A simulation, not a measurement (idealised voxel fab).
This section sets out a process module, namely voxel air gaps.
cross-section cut | 270 nm wide | cells 5 nm
Cross-section = grid of square cells, listed top down in bands; band = one or more rows.
Look at the band entry: it leads with the top's height and the bottom's height in nm. Then it lists the materials left to right, with a width in nm for each. The word "everywhere" on a single material says that material fills the band edge to edge. The word "empty" is empty space.
It should be noted that heights are counted from 0, beneath which the wafer as supplied is of one material throughout, and that the lowest band possesses no lower boundary but continues downward, as written in "0 down".
Width "30 to 40": first value at the band's top row of cells, second value at its bottom row, equal change from row to row.
What does "identical to before" mean for a step? It means no cell of the cross-section changed in that step.
This entry, "Closed voids list", enumerates those empty regions of no fewer than 8 cells that possess no open connection to the top. Each region is reported in the form width x height at distance, the distance being taken from the left edge, with all three quantities expressed in nm.
after a step's settings: what the simulator itself notes on the step
overlay nm: where the mask lay relative to plan, measured to the right, on steps with a mask; negatives go left.
## Planned step list for the process
- 1: RECEIVE, material Si
- 2: CONFORMAL_DEP, material SiO2, thk nm 10
- 3: CONFORMAL_DEP, material SiCN, thk nm 5
- 4: DIRECTIONAL_DEP, material SiO2, thk nm 40
- 5: PATTERN, tone open, mask id LINES, material resist, width nm 25, pitch nm 55, thk nm 15, overlay nm -15
- 6: DIRECTIONAL_ETCH, etch materials SiO2, depth nm 40
- 7: STRIP, etch materials resist
- 8: CONFORMAL_DEP, material TiN, thk nm 5
- 9: FILL_DEP, material Ru, thk nm 5
- 10: CMP, height nm 55
- 11: EPI, material Ru, thk nm 10
- 12: SELECTIVE_ETCH, etch materials SiO2, depth nm 50
- 13: CONFORMAL_DEP, material SiCN, thk nm 5
Among the wafers covered here, the point of difference is the overlay nm at step 5; their starting state is shared, and the plan presents the value of the first wafer.
## First wafer of several, as received: cross-section after step 1
> 0 down = Si everywhere
> Closed voids list: none
## Row per wafer, end-of-module: cell gain (+)/loss (-) by material since the wafer came in, then closed voids
overlay nm -15; +117 Ru; +192 SiCN; +108 SiO2; +57 TiN; Closed voids list: 20 x 30 at 80; 20 x 30 at 135
overlay nm -10; +117 Ru; +192 SiCN; +108 SiO2; +57 TiN; Closed voids list: 20 x 30 at 85; 20 x 30 at 140
overlay nm -5; +117 Ru; +192 SiCN; +108 SiO2; +57 TiN; Closed voids list: 20 x 30 at 90; 20 x 30 at 145
overlay nm 0; +117 Ru; +192 SiCN; +108 SiO2; +57 TiN; Closed voids list: 20 x 30 at 95; 20 x 30 at 150
overlay nm 5; +117 Ru; +192 SiCN; +108 SiO2; +57 TiN; Closed voids list: 20 x 30 at 100; 20 x 30 at 155
overlay nm 10; +117 Ru; +192 SiCN; +108 SiO2; +57 TiN; Closed voids list: 20 x 30 at 105; 20 x 30 at 160
overlay nm 15; +117 Ru; +192 SiCN; +108 SiO2; +57 TiN; Closed voids list: 20 x 30 at 110; 20 x 30 at 165
